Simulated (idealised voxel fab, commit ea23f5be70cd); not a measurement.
process module | voxel capacitor over wiring
In the cross-section labelled cut, the width is 205 nm and each square cell is 5 nm.
A cross-section in this document is a grid of square cells, and it is written down as bands, the top band listed before the ones below it; a band is made up of one or more rows of cells. The band entry comprises the height of the band's top followed by the height of its bottom, expressed in nm, and subsequently the band's materials from left to right, each stated together with its width in nm. Where a single material is marked with the word "edge to edge", that material fills the band from edge to edge. The word "empty" represents empty space. Counting heights begins at 0, where everything beneath is, in the wafer as received, one material. The lowest band has no bottom; it goes on downwards, as "z 0 and below" shows. Note: "30->40" means the width goes from the first number (top row of the band) to the second number (bottom row) in equal steps per row of cells. The designation "all unchanged", where it is given for a processing step, indicates that no cell of the cross-section was altered in the course of that step. Empty spaces without an open route to the top, at least 8 cells in extent, make up the entry "Closed void inventory"; each is given as width x height at distance, where the distance is measured from the left edge, and all are in nm. Text after the settings on a step's line: the simulator's own remark on that step. overlay nm: where the mask lay relative to plan, measured to the right, on steps with a mask; negatives go left. Below you will find pairs of cross-sections. In each, one shows the wafer before one process step and the other after it, with the after view ending at the lowest band that changed. Under each pair is the step separating them, along with its settings. Do not assume the pairs form a chain: they can come from different runs of this module on the same starting wafer, and a pair continues from the pair above it only when its "Pre-process state" entry says so.

# Pre-process state
- z 0 and below = Si edge to edge
- Closed void inventory: none

# Step Result
- z 10 to 0 = SiO2 edge to edge
- At heights below 0, the structure remains unaltered.
- Closed void inventory: none
Going from the before section above to the after section, the step was CONFORMAL_DEP: material SiO2, thk nm 10

Pre-process state: see the after view in the pair directly above.

# Step Result
- z 15 to 10 = SiCN edge to edge
- At heights below 10, the structure remains unaltered.
- Closed void inventory: none
Going from the before section above to the after section, the step was CONFORMAL_DEP: material SiCN, thk nm 5

Pre-process state: see the after view in the pair directly above.

# Step Result
- z 40 to 15 = SiO2 edge to edge
- At heights below 15, the structure remains unaltered.
- Closed void inventory: none
Going from the before section above to the after section, the step was DIRECTIONAL_DEP: material SiO2, thk nm 25

Pre-process state: see the after view in the pair directly above.

# Step Result
- z 55 to 40 = resist: 50, then empty: 20, then resist: 65, then empty: 20, then resist: 50
- At heights below 40, the structure remains unaltered.
- Closed void inventory: none
Going from the before section above to the after section, the step was PATTERN: tone open, mask id METAL_1, material resist, width nm 20, pitch nm 85, thk nm 15, overlay nm 0

Pre-process state: see the after view in the pair directly above.

# Step Result
- z 55 to 40 = resist: 50, then empty: 20, then resist: 65, then empty: 20, then resist: 50
- z 40 to 15 = SiO2: 50, then empty: 20, then SiO2: 65, then empty: 20, then SiO2: 50
- At heights below 15, the structure remains unaltered.
- Closed void inventory: none
Going from the before section above to the after section, the step was DIRECTIONAL_ETCH: etch materials SiO2, depth nm 25

Pre-process state: see the after view in the pair directly above.

# Step Result
- z 55 to 40 = resist: 50, then empty: 20, then resist: 65, then empty: 20, then resist: 50
- z 40 to 15 = SiO2: 50, then empty: 20, then SiO2: 65, then empty: 20, then SiO2: 50
- z 15 to 10 = SiCN: 50, then empty: 20, then SiCN: 65, then empty: 20, then SiCN: 50
- At heights below 10, the structure remains unaltered.
- Closed void inventory: none
Going from the before section above to the after section, the step was DIRECTIONAL_ETCH: etch materials SiCN, depth nm 5

Pre-process state: see the after view in the pair directly above.

# Step Result
- z 40 to 15 = SiO2: 50, then empty: 20, then SiO2: 65, then empty: 20, then SiO2: 50
- At heights below 15, the structure remains unaltered.
- Closed void inventory: none
Going from the before section above to the after section, the step was STRIP: etch materials resist

Pre-process state: see the after view in the pair directly above.

# Step Result
- z 45 to 40 = TiN: 55, then empty: 10, then TiN: 75, then empty: 10, then TiN: 55
- z 40 to 15 = SiO2: 50, then TiN: 5, then empty: 10, then TiN: 5, then SiO2: 65, then TiN: 5, then empty: 10, then TiN: 5, then SiO2: 50
- z 15 to 10 = SiCN: 50, then TiN: 20, then SiCN: 65, then TiN: 20, then SiCN: 50
- At heights below 10, the structure remains unaltered.
- Closed void inventory: none
Going from the before section above to the after section, the step was CONFORMAL_DEP: material TiN, thk nm 5

Pre-process state: see the after view in the pair directly above.

# Step Result
- z 55 to 45 = Cu edge to edge
- z 45 to 40 = TiN: 55, then Cu: 10, then TiN: 75, then Cu: 10, then TiN: 55
- z 40 to 15 = SiO2: 50, then TiN: 5, then Cu: 10, then TiN: 5, then SiO2: 65, then TiN: 5, then Cu: 10, then TiN: 5, then SiO2: 50
- At heights below 15, the structure remains unaltered.
- Closed void inventory: none
Going from the before section above to the after section, the step was FILL_DEP: material Cu, thk nm 10

Pre-process state: see the after view in the pair directly above.

# Step Result
- z 40 to 15 = SiO2: 50, then TiN: 5, then Cu: 10, then TiN: 5, then SiO2: 65, then TiN: 5, then Cu: 10, then TiN: 5, then SiO2: 50
- At heights below 15, the structure remains unaltered.
- Closed void inventory: none
Going from the before section above to the after section, the step was CMP: height nm 40

Pre-process state: see the after view in the pair directly above.

# Step Result
- z 45 to 40 = SiCN edge to edge
- At heights below 40, the structure remains unaltered.
- Closed void inventory: none
Going from the before section above to the after section, the step was CONFORMAL_DEP: material SiCN, thk nm 5

Pre-process state: see the after view in the pair directly above.

# Step Result
- z 65 to 45 = SiO2 edge to edge
- At heights below 45, the structure remains unaltered.
- Closed void inventory: none
Going from the before section above to the after section, the step was DIRECTIONAL_DEP: material SiO2, thk nm 20

Pre-process state: see the after view in the pair directly above.

# Step Result
- z 80 to 65 = aC edge to edge
- At heights below 65, the structure remains unaltered.
- Closed void inventory: none
Going from the before section above to the after section, the step was DIRECTIONAL_DEP: material aC, thk nm 15

Pre-process state: see the after view in the pair directly above.

# Step Result
- z 110 to 80 = resist: 55, then empty: 15, then resist: 135
- At heights below 80, the structure remains unaltered.
- Closed void inventory: none
Going from the before section above to the after section, the step was PATTERN: tone open, mask id PLUG_1, material resist, width nm 15, thk nm 30, overlay nm 0

Pre-process state: see the after view in the pair directly above.

# Step Result
- z 95 to 80 = resist: 55, then empty: 15, then resist: 135
- z 80 to 65 = aC: 55, then empty: 15, then aC: 135
- At heights below 65, the structure remains unaltered.
- Closed void inventory: none
Going from the before section above to the after section, the step was DIRECTIONAL_ETCH: etch materials aC, depth nm 15

Pre-process state: see the after view in the pair directly above.

# Step Result
- z 80 to 65 = aC: 55, then empty: 15, then aC: 135
- At heights below 65, the structure remains unaltered.
- Closed void inventory: none
Going from the before section above to the after section, the step was STRIP: etch materials resist

Pre-process state: see the after view in the pair directly above.

# Step Result
- z 80 to 65 = aC: 55, then empty: 15, then aC: 135
- z 65 to 45 = SiO2: 55, then empty: 15, then SiO2: 135
- At heights below 45, the structure remains unaltered.
- Closed void inventory: none
Going from the before section above to the after section, the step was DIRECTIONAL_ETCH: etch materials SiO2, depth nm 20

Pre-process state: see the after view in the pair directly above.

# Step Result
- z 80 to 65 = aC: 55, then empty: 15, then aC: 135
- z 65 to 45 = SiO2: 55, then empty: 15, then SiO2: 135
- z 45 to 40 = SiCN: 55, then empty: 15, then SiCN: 135
- At heights below 40, the structure remains unaltered.
- Closed void inventory: none
Going from the before section above to the after section, the step was DIRECTIONAL_ETCH: etch materials SiCN, depth nm 5

Pre-process state: see the after view in the pair directly above.

# Step Result
- z 65 to 45 = SiO2: 55, then empty: 15, then SiO2: 135
- At heights below 45, the structure remains unaltered.
- Closed void inventory: none
Going from the before section above to the after section, the step was STRIP: etch materials aC

Pre-process state: see the after view in the pair directly above.

# Step Result
- z 65 to 50 = SiO2: 55, then empty: 15, then SiO2: 135
- z 50 to 45 = SiO2: 55, then Ru: 15, then SiO2: 135
- z 45 to 40 = SiCN: 55, then Ru: 15, then SiCN: 135
- At heights below 40, the structure remains unaltered.
- Closed void inventory: none
Going from the before section above to the after section, the step was EPI: material Ru, thk nm 10

Pre-process state: see the after view in the pair directly above.

# Step Result
- z 65 to 60 = SiO2: 55, then empty: 15, then SiO2: 135
- z 60 to 45 = SiO2: 55, then Ru: 15, then SiO2: 135
- At heights below 45, the structure remains unaltered.
- Closed void inventory: none
Going from the before section above to the after section, the step was EPI: material Ru, thk nm 10

Pre-process state: see the after view in the pair directly above.

# Step Result
- z 65 to 45 = SiO2: 55, then Ru: 15, then SiO2: 135
- At heights below 45, the structure remains unaltered.
- Closed void inventory: none
Going from the before section above to the after section, the step was EPI: material Ru, thk nm 5

Pre-process state: see the after view in the pair directly above.

# Step Result
- z 70 to 65 = TiN edge to edge
- At heights below 65, the structure remains unaltered.
- Closed void inventory: none
Going from the before section above to the after section, the step was DIRECTIONAL_DEP: material TiN, thk nm 5

Pre-process state: see the after view in the pair directly above.

# Step Result
- z 75 to 70 = Al2O3 edge to edge
- At heights below 70, the structure remains unaltered.
- Closed void inventory: none
Going from the before section above to the after section, the step was DIRECTIONAL_DEP: material Al2O3, thk nm 5

Pre-process state: see the after view in the pair directly above.

# Step Result
- z 80 to 75 = TiN edge to edge
- At heights below 75, the structure remains unaltered.
- Closed void inventory: none
Going from the before section above to the after section, the step was DIRECTIONAL_DEP: material TiN, thk nm 5

Pre-process state: see the after view in the pair directly above.

# Step Result
- z 80 to 75 = empty: 55, then TiN: 70, then empty: 80
- At heights below 75, the structure remains unaltered.
- Closed void inventory: none
Going from the before section above to the after section, the step was MASKED_ETCH: tone cover, mask id UPPER_PLATE, width nm 70, etch materials TiN, depth nm 5, overlay nm 0

Pre-process state: see the after view in the pair directly above.

# Step Result
- z 80 to 75 = empty: 55, then TiN: 70, then empty: 80
- z 75 to 70 = empty: 55, then Al2O3: 70, then empty: 80
- At heights below 70, the structure remains unaltered.
- Closed void inventory: none
Going from the before section above to the after section, the step was MASKED_ETCH: tone cover, mask id UPPER_PLATE, width nm 70, etch materials Al2O3, depth nm 5, overlay nm 0

Pre-process state: see the after view in the pair directly above.

# Step Result
- z 80 to 75 = empty: 55, then TiN: 70, then empty: 80
- z 75 to 70 = empty: 55, then Al2O3: 70, then empty: 80
- z 70 to 65 = empty: 50, then TiN: 80, then empty: 75
- At heights below 65, the structure remains unaltered.
- Closed void inventory: none
Going from the before section above to the after section, the step was MASKED_ETCH: tone cover, mask id LOWER_PLATE, width nm 80, etch materials TiN, depth nm 5, overlay nm 0

Pre-process state: see the after view in the pair directly above.

# Step Result
- z 95 to 80 = SiO2 edge to edge
- z 80 to 75 = SiO2: 55, then TiN: 70, then SiO2: 80
- z 75 to 70 = SiO2: 55, then Al2O3: 70, then SiO2: 80
- z 70 to 65 = SiO2: 50, then TiN: 80, then SiO2: 75
- At heights below 65, the structure remains unaltered.
- Closed void inventory: none
Going from the before section above to the after section, the step was FILL_DEP: material SiO2, thk nm 15

Pre-process state: see the after view in the pair directly above.

# Step Result
- z 90 to 80 = SiO2 edge to edge
- At heights below 80, the structure remains unaltered.
- Closed void inventory: none
Going from the before section above to the after section, the step was CMP: height nm 90

Pre-process state: see the after view in the pair directly above.

# Step Result
- z 105 to 90 = aC edge to edge
- At heights below 90, the structure remains unaltered.
- Closed void inventory: none
Going from the before section above to the after section, the step was DIRECTIONAL_DEP: material aC, thk nm 15

Pre-process state: see the after view in the pair directly above.

# Step Result
- z 140 to 105 = resist: 65, then empty: 15, then resist: 125
- At heights below 105, the structure remains unaltered.
- Closed void inventory: none
Going from the before section above to the after section, the step was PATTERN: tone open, mask id PLUG_2, material resist, width nm 15, thk nm 35, overlay nm 0

Pre-process state: see the after view in the pair directly above.

# Step Result
- z 125 to 105 = resist: 65, then empty: 15, then resist: 125
- z 105 to 90 = aC: 65, then empty: 15, then aC: 125
- At heights below 90, the structure remains unaltered.
- Closed void inventory: none
Going from the before section above to the after section, the step was DIRECTIONAL_ETCH: etch materials aC, depth nm 15

Pre-process state: see the after view in the pair directly above.

# Step Result
- z 105 to 90 = aC: 65, then empty: 15, then aC: 125
- At heights below 90, the structure remains unaltered.
- Closed void inventory: none
Going from the before section above to the after section, the step was STRIP: etch materials resist

Pre-process state: see the after view in the pair directly above.

# Step Result
- z 105 to 90 = aC: 65, then empty: 15, then aC: 125
- z 90 to 80 = SiO2: 65, then empty: 15, then SiO2: 125
- At heights below 80, the structure remains unaltered.
- Closed void inventory: none
Going from the before section above to the after section, the step was DIRECTIONAL_ETCH: etch materials SiO2, depth nm 10

Pre-process state: see the after view in the pair directly above.

# Step Result
- z 90 to 80 = SiO2: 65, then empty: 15, then SiO2: 125
- At heights below 80, the structure remains unaltered.
- Closed void inventory: none
Going from the before section above to the after section, the step was STRIP: etch materials aC

Pre-process state: see the after view in the pair directly above.

# Step Result
- z 95 to 90 = TiN: 70, then empty: 5, then TiN: 130
- z 90 to 85 = SiO2: 65, then TiN: 5, then empty: 5, then TiN: 5, then SiO2: 125
- z 85 to 75 = SiO2: 65->55, then TiN: 15->70, then SiO2: 125->80
- At heights below 75, the structure remains unaltered.
- Closed void inventory: none
Going from the before section above to the after section, the step was CONFORMAL_DEP: material TiN, thk nm 5

Pre-process state: see the after view in the pair directly above.

# Step Result
- z 100 to 95 = Cu edge to edge
- z 95 to 90 = TiN: 70, then Cu: 5, then TiN: 130
- z 90 to 85 = SiO2: 65, then TiN: 5, then Cu: 5, then TiN: 5, then SiO2: 125
- At heights below 85, the structure remains unaltered.
- Closed void inventory: none
Going from the before section above to the after section, the step was FILL_DEP: material Cu, thk nm 5

Pre-process state: see the after view in the pair directly above.

# Step Result
- z 90 to 85 = SiO2: 65, then TiN: 5, then Cu: 5, then TiN: 5, then SiO2: 125
- At heights below 85, the structure remains unaltered.
- Closed void inventory: none
Going from the before section above to the after section, the step was CMP: height nm 90

Pre-process state: see the after view in the pair directly above.

# Step Result
- z 95 to 90 = SiCN edge to edge
- At heights below 90, the structure remains unaltered.
- Closed void inventory: none
Going from the before section above to the after section, the step was CONFORMAL_DEP: material SiCN, thk nm 5

# Pre-process state
- z 75 to 70 = Al2O3 edge to edge
- z 70 to 65 = TiN edge to edge
- z 65 to 45 = SiO2: 55, then Ru: 15, then SiO2: 135
- z 45 to 40 = SiCN: 55, then Ru: 15, then SiCN: 135
- z 40 to 15 = SiO2: 50, then TiN: 5, then Cu: 10, then TiN: 5, then SiO2: 65, then TiN: 5, then Cu: 10, then TiN: 5, then SiO2: 50
- z 15 to 10 = SiCN: 50, then TiN: 20, then SiCN: 65, then TiN: 20, then SiCN: 50
- z 10 to 0 = SiO2 edge to edge
- z 0 and below = Si edge to edge
- Closed void inventory: none

# Step Result
- z 75 to 70 = empty: 55, then Al2O3: 70, then empty: 80
- At heights below 70, the structure remains unaltered.
- Closed void inventory: none
Going from the before section above to the after section, the step was MASKED_ETCH: tone cover, mask id UPPER_PLATE, width nm 70, etch materials Al2O3, depth nm 5, overlay nm 0

Pre-process state: see the after view in the pair directly above.

# Step Result
- z 75 to 70 = empty: 55, then Al2O3: 70, then empty: 80
- z 70 to 65 = empty: 50, then TiN: 80, then empty: 75
- At heights below 65, the structure remains unaltered.
- Closed void inventory: none
Going from the before section above to the after section, the step was MASKED_ETCH: tone cover, mask id LOWER_PLATE, width nm 80, etch materials TiN, depth nm 5, overlay nm 0

Pre-process state: see the after view in the pair directly above.

# Step Result
- z 90 to 75 = SiO2 edge to edge
- z 75 to 70 = SiO2: 55, then Al2O3: 70, then SiO2: 80
- z 70 to 65 = SiO2: 50, then TiN: 80, then SiO2: 75
- At heights below 65, the structure remains unaltered.
- Closed void inventory: none
Going from the before section above to the after section, the step was FILL_DEP: material SiO2, thk nm 15

Pre-process state: see the after view in the pair directly above.

# Step Result
- z 105 to 90 = aC edge to edge
- At heights below 90, the structure remains unaltered.
- Closed void inventory: none
Going from the before section above to the after section, the step was DIRECTIONAL_DEP: material aC, thk nm 15

Pre-process state: see the after view in the pair directly above.

# Step Result
- z 140 to 105 = resist: 65, then empty: 15, then resist: 125
- At heights below 105, the structure remains unaltered.
- Closed void inventory: none
Going from the before section above to the after section, the step was PATTERN: tone open, mask id PLUG_2, material resist, width nm 15, thk nm 35, overlay nm 0

Pre-process state: see the after view in the pair directly above.

# Step Result
- z 125 to 105 = resist: 65, then empty: 15, then resist: 125
- z 105 to 90 = aC: 65, then empty: 15, then aC: 125
- At heights below 90, the structure remains unaltered.
- Closed void inventory: none
Going from the before section above to the after section, the step was DIRECTIONAL_ETCH: etch materials aC, depth nm 15

Pre-process state: see the after view in the pair directly above.

# Step Result
- z 105 to 90 = aC: 65, then empty: 15, then aC: 125
- At heights below 90, the structure remains unaltered.
- Closed void inventory: none
Going from the before section above to the after section, the step was STRIP: etch materials resist

Pre-process state: see the after view in the pair directly above.

# Step Result
- z 105 to 90 = aC: 65, then empty: 15, then aC: 125
- z 90 to 80 = SiO2: 65, then empty: 15, then SiO2: 125
- At heights below 80, the structure remains unaltered.
- Closed void inventory: none
Going from the before section above to the after section, the step was DIRECTIONAL_ETCH: etch materials SiO2, depth nm 10

Pre-process state: see the after view in the pair directly above.

# Step Result
- z 90 to 80 = SiO2: 65, then empty: 15, then SiO2: 125
- At heights below 80, the structure remains unaltered.
- Closed void inventory: none
Going from the before section above to the after section, the step was STRIP: etch materials aC

Pre-process state: see the after view in the pair directly above.

# Step Result
- z 95 to 90 = TiN: 70, then empty: 5, then TiN: 130
- z 90 to 85 = SiO2: 65, then TiN: 5, then empty: 5, then TiN: 5, then SiO2: 125
- z 85 to 80 = SiO2: 65, then TiN: 15, then SiO2: 125
- At heights below 80, the structure remains unaltered.
- Closed void inventory: none
Going from the before section above to the after section, the step was CONFORMAL_DEP: material TiN, thk nm 5

Pre-process state: see the after view in the pair directly above.

# Step Result
- z 100 to 95 = Cu edge to edge
- z 95 to 90 = TiN: 70, then Cu: 5, then TiN: 130
- z 90 to 85 = SiO2: 65, then TiN: 5, then Cu: 5, then TiN: 5, then SiO2: 125
- At heights below 85, the structure remains unaltered.
- Closed void inventory: none
Going from the before section above to the after section, the step was FILL_DEP: material Cu, thk nm 5

Pre-process state: see the after view in the pair directly above.

# Step Result
- z 90 to 85 = SiO2: 65, then TiN: 5, then Cu: 5, then TiN: 5, then SiO2: 125
- At heights below 85, the structure remains unaltered.
- Closed void inventory: none
Going from the before section above to the after section, the step was CMP: height nm 90

Pre-process state: see the after view in the pair directly above.

# Step Result
- z 95 to 90 = SiCN edge to edge
- At heights below 90, the structure remains unaltered.
- Closed void inventory: none
Going from the before section above to the after section, the step was CONFORMAL_DEP: material SiCN, thk nm 5

# Pre-process state
- z 65 to 60 = SiO2: 55, then empty: 15, then SiO2: 135
- z 60 to 45 = SiO2: 55, then Ru: 15, then SiO2: 135
- z 45 to 40 = SiCN: 55, then Ru: 15, then SiCN: 135
- z 40 to 15 = SiO2: 50, then TiN: 5, then Cu: 10, then TiN: 5, then SiO2: 65, then TiN: 5, then Cu: 10, then TiN: 5, then SiO2: 50
- z 15 to 10 = SiCN: 50, then TiN: 20, then SiCN: 65, then TiN: 20, then SiCN: 50
- z 10 to 0 = SiO2 edge to edge
- z 0 and below = Si edge to edge
- Closed void inventory: none

# Step Result
- z 70 to 65 = empty: 50, then Ru: 25, then empty: 130
- z 65 to 45 = SiO2: 55, then Ru: 15, then SiO2: 135
- At heights below 45, the structure remains unaltered.
- Closed void inventory: none
Going from the before section above to the after section, the step was EPI: material Ru, thk nm 10

Pre-process state: see the after view in the pair directly above.

# Step Result
- z 75 to 65 = empty: 45, then Ru: 35, then empty: 125
- At heights below 65, the structure remains unaltered.
- Closed void inventory: none
Going from the before section above to the after section, the step was EPI: material Ru, thk nm 5

Pre-process state: see the after view in the pair directly above.

# Step Result
- z 80 to 75 = empty: 45, then TiN: 35, then empty: 125
- z 75 to 70 = empty: 45, then Ru: 35, then empty: 125
- z 70 to 65 = TiN: 45, then Ru: 35, then TiN: 125
- At heights below 65, the structure remains unaltered.
- Closed void inventory: none
Going from the before section above to the after section, the step was DIRECTIONAL_DEP: material TiN, thk nm 5

Pre-process state: see the after view in the pair directly above.

# Step Result
- z 85 to 80 = empty: 45, then Al2O3: 35, then empty: 125
- z 80 to 75 = empty: 45, then TiN: 35, then empty: 125
- z 75 to 70 = Al2O3: 45, then Ru: 35, then Al2O3: 125
- At heights below 70, the structure remains unaltered.
- Closed void inventory: none
Going from the before section above to the after section, the step was DIRECTIONAL_DEP: material Al2O3, thk nm 5

Pre-process state: see the after view in the pair directly above.

# Step Result
- z 90 to 85 = empty: 45, then TiN: 35, then empty: 125
- z 85 to 80 = empty: 45, then Al2O3: 35, then empty: 125
- z 80 to 75 = TiN edge to edge
- At heights below 75, the structure remains unaltered.
- Closed void inventory: none
Going from the before section above to the after section, the step was DIRECTIONAL_DEP: material TiN, thk nm 5

Pre-process state: see the after view in the pair directly above.

# Step Result
- z 90 to 85 = empty: 55, then TiN: 25, then empty: 125
- z 85 to 80 = empty: 45, then Al2O3: 35, then empty: 125
- z 80 to 75 = empty: 45, then TiN: 80, then empty: 80
- At heights below 75, the structure remains unaltered.
- Closed void inventory: none
Going from the before section above to the after section, the step was MASKED_ETCH: tone cover, mask id UPPER_PLATE, width nm 70, etch materials TiN, depth nm 5, overlay nm 0

Pre-process state: see the after view in the pair directly above.

# Step Result
- z 90 to 85 = empty: 55, then TiN: 25, then empty: 125
- z 85 to 80 = empty: 55, then Al2O3: 25, then empty: 125
- z 80 to 75 = empty: 45, then TiN: 80, then empty: 80
- z 75 to 70 = empty: 45, then Ru: 35, then Al2O3: 45, then empty: 80
- At heights below 70, the structure remains unaltered.
- Closed void inventory: none
Going from the before section above to the after section, the step was MASKED_ETCH: tone cover, mask id UPPER_PLATE, width nm 70, etch materials Al2O3, depth nm 5, overlay nm 0

Pre-process state: see the after view in the pair directly above.

# Step Result
- z 90 to 85 = empty: 55, then TiN: 25, then empty: 125
- z 85 to 80 = empty: 55, then Al2O3: 25, then empty: 125
- z 80 to 75 = empty: 50, then TiN: 75, then empty: 80
- z 75 to 70 = empty: 45, then Ru: 35, then Al2O3: 45, then empty: 80
- z 70 to 65 = empty: 45, then Ru: 35, then TiN: 50, then empty: 75
- At heights below 65, the structure remains unaltered.
- Closed void inventory: none
Going from the before section above to the after section, the step was MASKED_ETCH: tone cover, mask id LOWER_PLATE, width nm 80, etch materials TiN, depth nm 5, overlay nm 0

Pre-process state: see the after view in the pair directly above.

# Step Result
- z 105 to 90 = SiO2 edge to edge
- z 90 to 85 = SiO2: 55, then TiN: 25, then SiO2: 125
- z 85 to 80 = SiO2: 55, then Al2O3: 25, then SiO2: 125
- z 80 to 75 = SiO2: 50, then TiN: 75, then SiO2: 80
- z 75 to 70 = SiO2: 45, then Ru: 35, then Al2O3: 45, then SiO2: 80
- z 70 to 65 = SiO2: 45, then Ru: 35, then TiN: 50, then SiO2: 75
- At heights below 65, the structure remains unaltered.
- Closed void inventory: none
Going from the before section above to the after section, the step was FILL_DEP: material SiO2, thk nm 15

Pre-process state: see the after view in the pair directly above.

# Step Result
- z 90 to 85 = SiO2: 55, then TiN: 25, then SiO2: 125
- At heights below 85, the structure remains unaltered.
- Closed void inventory: none
Going from the before section above to the after section, the step was CMP: height nm 90

Pre-process state: see the after view in the pair directly above.

# Step Result
- z 105 to 90 = aC edge to edge
- At heights below 90, the structure remains unaltered.
- Closed void inventory: none
Going from the before section above to the after section, the step was DIRECTIONAL_DEP: material aC, thk nm 15

Pre-process state: see the after view in the pair directly above.

# Step Result
- z 140 to 105 = resist: 65, then empty: 15, then resist: 125
- At heights below 105, the structure remains unaltered.
- Closed void inventory: none
Going from the before section above to the after section, the step was PATTERN: tone open, mask id PLUG_2, material resist, width nm 15, thk nm 35, overlay nm 0

Pre-process state: see the after view in the pair directly above.

# Step Result
- z 125 to 105 = resist: 65, then empty: 15, then resist: 125
- z 105 to 90 = aC: 65, then empty: 15, then aC: 125
- At heights below 90, the structure remains unaltered.
- Closed void inventory: none
Going from the before section above to the after section, the step was DIRECTIONAL_ETCH: etch materials aC, depth nm 15

Pre-process state: see the after view in the pair directly above.

# Step Result
- z 105 to 90 = aC: 65, then empty: 15, then aC: 125
- At heights below 90, the structure remains unaltered.
- Closed void inventory: none
Going from the before section above to the after section, the step was STRIP: etch materials resist

Pre-process state: see the after view in the pair directly above.

# Step Result
- z 90 to 85 = SiO2: 55, then TiN: 25, then SiO2: 125
- At heights below 85, the structure remains unaltered.
- Closed void inventory: none
Going from the before section above to the after section, the step was STRIP: etch materials aC

Pre-process state: see the after view in the pair directly above.

# Step Result
- z 95 to 90 = TiN edge to edge
- At heights below 90, the structure remains unaltered.
- Closed void inventory: none
Going from the before section above to the after section, the step was CONFORMAL_DEP: material TiN, thk nm 5

Pre-process state: see the after view in the pair directly above.

# Step Result
- z 100 to 95 = Cu edge to edge
- At heights below 95, the structure remains unaltered.
- Closed void inventory: none
Going from the before section above to the after section, the step was FILL_DEP: material Cu, thk nm 5

Pre-process state: see the after view in the pair directly above.

# Step Result
- z 90 to 85 = SiO2: 55, then TiN: 25, then SiO2: 125
- At heights below 85, the structure remains unaltered.
- Closed void inventory: none
Going from the before section above to the after section, the step was CMP: height nm 90

Pre-process state: see the after view in the pair directly above.

# Step Result
- z 95 to 90 = SiCN edge to edge
- At heights below 90, the structure remains unaltered.
- Closed void inventory: none
Going from the before section above to the after section, the step was CONFORMAL_DEP: material SiCN, thk nm 5

# Pre-process state
- z 10 to 0 = SiO2 edge to edge
- z 0 and below = Si edge to edge
- Closed void inventory: none

# Step Result
- z 35 to 0 = SiO2 edge to edge
- At heights below 0, the structure remains unaltered.
- Closed void inventory: none
Going from the before section above to the after section, the step was DIRECTIONAL_DEP: material SiO2, thk nm 25

Pre-process state: see the after view in the pair directly above.

# Step Result
- z 40 to 35 = SiCN edge to edge
- At heights below 35, the structure remains unaltered.
- Closed void inventory: none
Going from the before section above to the after section, the step was CONFORMAL_DEP: material SiCN, thk nm 5

Pre-process state: see the after view in the pair directly above.

# Step Result
- z 55 to 40 = resist: 50, then empty: 20, then resist: 65, then empty: 20, then resist: 50
- At heights below 40, the structure remains unaltered.
- Closed void inventory: none
Going from the before section above to the after section, the step was PATTERN: tone open, mask id METAL_1, material resist, width nm 20, pitch nm 85, thk nm 15, overlay nm 0

Pre-process state: see the after view in the pair directly above.

# Step Result
- z 55 to 40 = resist: 50, then empty: 20, then resist: 65, then empty: 20, then resist: 50
- z 40 to 35 = SiCN: 50, then empty: 20, then SiCN: 65, then empty: 20, then SiCN: 50
- At heights below 35, the structure remains unaltered.
- Closed void inventory: none
Going from the before section above to the after section, the step was DIRECTIONAL_ETCH: etch materials SiCN, depth nm 5

Pre-process state: see the after view in the pair directly above.

# Step Result
- z 40 to 35 = SiCN: 50, then empty: 20, then SiCN: 65, then empty: 20, then SiCN: 50
- At heights below 35, the structure remains unaltered.
- Closed void inventory: none
Going from the before section above to the after section, the step was STRIP: etch materials resist

Pre-process state: see the after view in the pair directly above.

# Step Result
- z 45 to 40 = TiN: 55, then empty: 10, then TiN: 75, then empty: 10, then TiN: 55
- z 40 to 35 = SiCN: 50, then TiN: 20, then SiCN: 65, then TiN: 20, then SiCN: 50
- At heights below 35, the structure remains unaltered.
- Closed void inventory: none
Going from the before section above to the after section, the step was CONFORMAL_DEP: material TiN, thk nm 5

Pre-process state: see the after view in the pair directly above.

# Step Result
- z 55 to 45 = Cu edge to edge
- z 45 to 40 = TiN: 55, then Cu: 10, then TiN: 75, then Cu: 10, then TiN: 55
- At heights below 40, the structure remains unaltered.
- Closed void inventory: none
Going from the before section above to the after section, the step was FILL_DEP: material Cu, thk nm 10

Pre-process state: see the after view in the pair directly above.

# Step Result
- z 40 to 35 = SiCN: 50, then TiN: 20, then SiCN: 65, then TiN: 20, then SiCN: 50
- At heights below 35, the structure remains unaltered.
- Closed void inventory: none
Going from the before section above to the after section, the step was CMP: height nm 40

Pre-process state: see the after view in the pair directly above.

# Step Result
- z 45 to 40 = SiCN edge to edge
- At heights below 40, the structure remains unaltered.
- Closed void inventory: none
Going from the before section above to the after section, the step was CONFORMAL_DEP: material SiCN, thk nm 5

Pre-process state: see the after view in the pair directly above.

# Step Result
- z 65 to 45 = SiO2 edge to edge
- At heights below 45, the structure remains unaltered.
- Closed void inventory: none
Going from the before section above to the after section, the step was DIRECTIONAL_DEP: material SiO2, thk nm 20

Pre-process state: see the after view in the pair directly above.

# Step Result
- z 80 to 65 = aC edge to edge
- At heights below 65, the structure remains unaltered.
- Closed void inventory: none
Going from the before section above to the after section, the step was DIRECTIONAL_DEP: material aC, thk nm 15

Pre-process state: see the after view in the pair directly above.

# Step Result
- z 110 to 80 = resist: 55, then empty: 15, then resist: 135
- At heights below 80, the structure remains unaltered.
- Closed void inventory: none
Going from the before section above to the after section, the step was PATTERN: tone open, mask id PLUG_1, material resist, width nm 15, thk nm 30, overlay nm 0

Pre-process state: see the after view in the pair directly above.

# Step Result
- z 95 to 80 = resist: 55, then empty: 15, then resist: 135
- z 80 to 65 = aC: 55, then empty: 15, then aC: 135
- At heights below 65, the structure remains unaltered.
- Closed void inventory: none
Going from the before section above to the after section, the step was DIRECTIONAL_ETCH: etch materials aC, depth nm 15

Pre-process state: see the after view in the pair directly above.

# Step Result
- z 80 to 65 = aC: 55, then empty: 15, then aC: 135
- At heights below 65, the structure remains unaltered.
- Closed void inventory: none
Going from the before section above to the after section, the step was STRIP: etch materials resist

Pre-process state: see the after view in the pair directly above.

# Step Result
- z 80 to 65 = aC: 55, then empty: 15, then aC: 135
- z 65 to 45 = SiO2: 55, then empty: 15, then SiO2: 135
- At heights below 45, the structure remains unaltered.
- Closed void inventory: none
Going from the before section above to the after section, the step was DIRECTIONAL_ETCH: etch materials SiO2, depth nm 20

Pre-process state: see the after view in the pair directly above.

# Step Result
- z 80 to 65 = aC: 55, then empty: 15, then aC: 135
- z 65 to 45 = SiO2: 55, then empty: 15, then SiO2: 135
- z 45 to 40 = SiCN: 55, then empty: 15, then SiCN: 135
- At heights below 40, the structure remains unaltered.
- Closed void inventory: none
Going from the before section above to the after section, the step was DIRECTIONAL_ETCH: etch materials SiCN, depth nm 5

Pre-process state: see the after view in the pair directly above.

# Step Result
- z 65 to 45 = SiO2: 55, then empty: 15, then SiO2: 135
- At heights below 45, the structure remains unaltered.
- Closed void inventory: none
Going from the before section above to the after section, the step was STRIP: etch materials aC
